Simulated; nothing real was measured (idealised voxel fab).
process module | voxel transistor to metal
cross-section cut | 280 nm wide | cells 5 nm
A cross-section is a grid of square cells, given in bands from the top down. A band is one or more rows of cells.
Each band's line starts with the height of the band's top and of its bottom, in nm. Then come its materials from left to right, each with its width in nm. One material with "throughout" fills the band from edge to edge. "air" is empty space.
Height 0 is the level under which the wafer as received is all one material. The lowest band goes on downwards, as in "0 down".
A width such as "30 to 40" changes by the same amount from each row of cells to the next, from the band's top row to its bottom row.
"no change" after a step means that no cell of the cross-section changed.
closed voids: empty space of 8 cells or more with no open way to the top, each as width x height at its distance from the left edge, in nm
after a step's settings: what the simulator itself notes on the step
overlay nm, on a step with a mask: how far to the right of its planned place the mask lay; to the left if negative
plan
1 op RECEIVE | material Si
2 op OXIDIZE | depth nm 5
3 op CONFORMAL_DEP | material SiN | thk nm 15
4 op MASKED_ETCH | tone cover | mask id ACTIVE | width nm 105 | pitch nm 135 | etch materials SiN | depth nm 15 | overlay nm 0
5 op MASKED_ETCH | tone cover | mask id ACTIVE | width nm 105 | pitch nm 135 | etch materials SiO2 | depth nm 5 | overlay nm 0
6 op MASKED_ETCH | tone cover | mask id ACTIVE | width nm 105 | pitch nm 135 | etch materials Si | depth nm 20 | overlay nm 0
7 op OXIDIZE | depth nm 5
8 op FILL_DEP | material SiO2 | thk nm 15
9 op CMP | height nm 15
10 op SELECTIVE_ETCH | etch materials SiO2 | depth nm 15
11 op STRIP | etch materials SiN
12 op SELECTIVE_ETCH | etch materials SiO2 | depth nm 5
13 op OXIDIZE | depth nm 5
14 op DIRECTIONAL_DEP | material polySi | thk nm 20
15 op DIRECTIONAL_DEP | material SiCN | thk nm 15
16 op PATTERN | tone cover | mask id GATE | material resist | width nm 25 | pitch nm 135 | thk nm 15 | overlay nm 0
17 op DIRECTIONAL_ETCH | etch materials SiCN | depth nm 25
18 op DIRECTIONAL_ETCH | etch materials polySi | depth nm 30
19 op STRIP | etch materials resist
20 op CONFORMAL_DEP | material SiO2 | thk nm 5
21 op DIRECTIONAL_ETCH | etch materials SiO2 | depth nm 5
22 op CONFORMAL_DEP | material SiN | thk nm 5
23 op DIRECTIONAL_ETCH | etch materials SiN | depth nm 5
24 op DIRECTIONAL_ETCH | etch materials SiO2 | depth nm 5
25 op DIRECTIONAL_ETCH | etch materials Si | depth nm 5
26 op EPI | material nSi | thk nm 10
27 op FILL_DEP | material SiO2 | thk nm 10
28 op CMP | height nm 15
29 op STRIP | etch materials polySi
30 op SELECTIVE_ETCH | etch materials SiO2 | depth nm 5
31 op CONFORMAL_DEP | material HfO2 | thk nm 5
32 op CONFORMAL_DEP | material TiN | thk nm 5
33 op FILL_DEP | material W | thk nm 5
34 op CMP | height nm 10
35 op DIRECTIONAL_DEP | material SiO2 | thk nm 10
36 op DIRECTIONAL_DEP | material aC | thk nm 10
37 op PATTERN | tone open | mask id CONTACT | material resist | width nm 20 | thk nm 30 | overlay nm 0
38 op DIRECTIONAL_ETCH | etch materials aC | depth nm 10
39 op STRIP | etch materials resist
40 op DIRECTIONAL_ETCH | etch materials SiO2 | depth nm 25
41 op STRIP | etch materials aC
42 op CONFORMAL_DEP | material TiN | thk nm 5
43 op FILL_DEP | material W | thk nm 10
44 op CMP | height nm 20
45 op DIRECTIONAL_DEP | material TiN | thk nm 5
46 op DIRECTIONAL_DEP | material Ru | thk nm 20
47 op PATTERN | tone cover | mask id METAL_1 | material resist | width nm 20 | thk nm 20 | overlay nm 0
48 op DIRECTIONAL_ETCH | etch materials Ru | depth nm 20
49 op DIRECTIONAL_ETCH | etch materials TiN | depth nm 5
50 op STRIP | etch materials resist
51 op CONFORMAL_DEP | material SiCN | thk nm 5
52 op FILL_DEP | material lowk | thk nm 10
53 op CMP | height nm 45
54 op CONFORMAL_DEP | material SiCN | thk nm 5
55 op DIRECTIONAL_DEP | material lowk | thk nm 30
56 op PATTERN | tone open | mask id METAL_2 | material resist | width nm 20 | pitch nm 135 | thk nm 15 | overlay nm 0
57 op DIRECTIONAL_ETCH | etch materials lowk | depth nm 20
58 op STRIP | etch materials resist
59 op PATTERN | tone open | mask id METAL_2_HOLES | material resist | width nm 15 | pitch nm 135 | thk nm 15 | overlay nm 0
60 op DIRECTIONAL_ETCH | etch materials lowk | depth nm 10
61 op DIRECTIONAL_ETCH | etch materials SiCN | depth nm 5
62 op STRIP | etch materials resist
63 op CONFORMAL_DEP | material TiN | thk nm 5
64 op FILL_DEP | material Ru | thk nm 5
65 op CMP | height nm 80
66 op CONFORMAL_DEP | material SiN | thk nm 5
as received, after step 1
  0 down: Si throughout
  closed voids: none
first wafer at the end, as planned
  85 to 80: SiN throughout
  80 to 65: lowk 25 | TiN 5 | Ru 10 | TiN 5 | lowk 115 | TiN 5 | Ru 10 | TiN 5 | lowk 100
  65 to 60: lowk 25 | TiN 5 | Ru 5 | TiN 10 | lowk 115 | TiN 5 | Ru 5 | TiN 10 | lowk 100
  60 to 50: lowk 25 | TiN 5 | Ru 5 | TiN 5 | lowk 120 | TiN 5 | Ru 5 | TiN 5 | lowk 105
  50 to 45: SiCN 25 | TiN 15 | SiCN 120 | TiN 15 | SiCN 105
  45 to 25: lowk 20 | SiCN 5 | Ru 20 | SiCN 5 | lowk 45 | SiCN 5 | Ru 20 | SiCN 5 | lowk 30 | SiCN 5 | Ru 20 | SiCN 5 | lowk 45 | SiCN 5 | Ru 20 | SiCN 5 | lowk 20
  25 to 20: SiCN 25 | TiN 20 | SiCN 55 | TiN 20 | SiCN 40 | TiN 20 | SiCN 55 | TiN 20 | SiCN 25
  20 to 10: SiO2 25 | TiN 5 | W 10 | TiN 5 | SiO2 55 | TiN 5 | W 10 | TiN 5 | SiO2 40 | TiN 5 | W 10 | TiN 5 | SiO2 55 | TiN 5 | W 10 | TiN 5 | SiO2 25
  10 to 0: SiO2 25 | TiN 5 | W 10 to 5 | TiN 5 to 10 | SiO2 5 | SiN 5 | HfO2 5 | TiN 5 | W 15 | TiN 5 | HfO2 5 | SiN 5 | SiO2 5 | TiN 5 to 10 | W 10 to 5 | TiN 5 | SiO2 40 | TiN 5 | W 10 to 5 | TiN 5 to 10 | SiO2 5 | SiN 5 | HfO2 5 | TiN 5 | W 15 | TiN 5 | HfO2 5 | SiN 5 | SiO2 5 | TiN 5 to 10 | W 10 to 5 | TiN 5 | SiO2 25
  0 to -5: SiO2 25 | TiN 15 | nSi 10 | SiN 5 | HfO2 5 | TiN 25 | HfO2 5 | SiN 5 | nSi 10 | TiN 15 | SiO2 40 | TiN 15 | nSi 10 | SiN 5 | HfO2 5 | TiN 25 | HfO2 5 | SiN 5 | nSi 10 | TiN 15 | SiO2 25
  -5 to -10: SiO2 20 | nSi 30 | SiO2 5 | HfO2 35 | SiO2 5 | nSi 30 | SiO2 30 | nSi 30 | SiO2 5 | HfO2 35 | SiO2 5 | nSi 30 | SiO2 20
  -10 to -15: SiO2 25 | nSi 25 | Si 45 | nSi 25 | SiO2 40 | nSi 25 | Si 45 | nSi 25 | SiO2 25
  -15 to -30: SiO2 25 | Si 95 | SiO2 40 | Si 95 | SiO2 25
  -30 down: Si throughout
  closed voids: none
second wafer at the end: like start, like plan, one mistake
  85 to 80: SiN throughout
  80 to 65: lowk 25 | TiN 5 | Ru 10 | TiN 5 | lowk 115 | TiN 5 | Ru 10 | TiN 5 | lowk 100
  65 to 60: lowk 25 | TiN 5 | Ru 5 | TiN 10 | lowk 115 | TiN 5 | Ru 5 | TiN 10 | lowk 100
  60 to 50: lowk 25 | TiN 5 | Ru 5 | TiN 5 | lowk 120 | TiN 5 | Ru 5 | TiN 5 | lowk 105
  50 to 45: SiCN 25 | TiN 15 | SiCN 120 | TiN 15 | SiCN 105
  45 to 25: lowk 20 | SiCN 5 | Ru 20 | SiCN 5 | lowk 45 | SiCN 5 | Ru 20 | SiCN 5 | lowk 30 | SiCN 5 | Ru 20 | SiCN 5 | lowk 45 | SiCN 5 | Ru 20 | SiCN 5 | lowk 20
  25 to 20: SiCN 25 | TiN 20 | SiCN 55 | TiN 20 | SiCN 40 | TiN 20 | SiCN 55 | TiN 20 | SiCN 25
  20 to 10: SiO2 25 | TiN 5 | W 10 | TiN 5 | SiO2 55 | TiN 5 | W 10 | TiN 5 | SiO2 40 | TiN 5 | W 10 | TiN 5 | SiO2 55 | TiN 5 | W 10 | TiN 5 | SiO2 25
  10 to 0: SiO2 25 | TiN 5 | W 10 to 5 | TiN 5 to 10 | SiO2 5 | SiN 5 | SiO2 5 | SiCN 25 | SiO2 5 | SiN 5 | SiO2 5 | TiN 5 to 10 | W 10 to 5 | TiN 5 | SiO2 40 | TiN 5 | W 10 to 5 | TiN 5 to 10 | SiO2 5 | SiN 5 | SiO2 5 | SiCN 25 | SiO2 5 | SiN 5 | SiO2 5 | TiN 5 to 10 | W 10 to 5 | TiN 5 | SiO2 25
  0 to -5: SiO2 25 | TiN 15 | nSi 10 | SiN 5 | SiO2 5 | SiCN 25 | SiO2 5 | SiN 5 | nSi 10 | TiN 15 | SiO2 40 | TiN 15 | nSi 10 | SiN 5 | SiO2 5 | SiCN 25 | SiO2 5 | SiN 5 | nSi 10 | TiN 15 | SiO2 25
  -5 to -10: SiO2 20 | nSi 30 | SiO2 45 | nSi 30 | SiO2 30 | nSi 30 | SiO2 45 | nSi 30 | SiO2 20
  -10 to -15: SiO2 25 | nSi 25 | Si 45 | nSi 25 | SiO2 40 | nSi 25 | Si 45 | nSi 25 | SiO2 25
  -15 to -30: SiO2 25 | Si 95 | SiO2 40 | Si 95 | SiO2 25
  -30 down: Si throughout
  closed voids: none
what went wrong: step 14 was left out
at the end the second wafer has, in cells: 26 fewer of HfO2 | 30 more of SiCN | 26 more of SiO2 | 18 fewer of TiN | 12 fewer of W
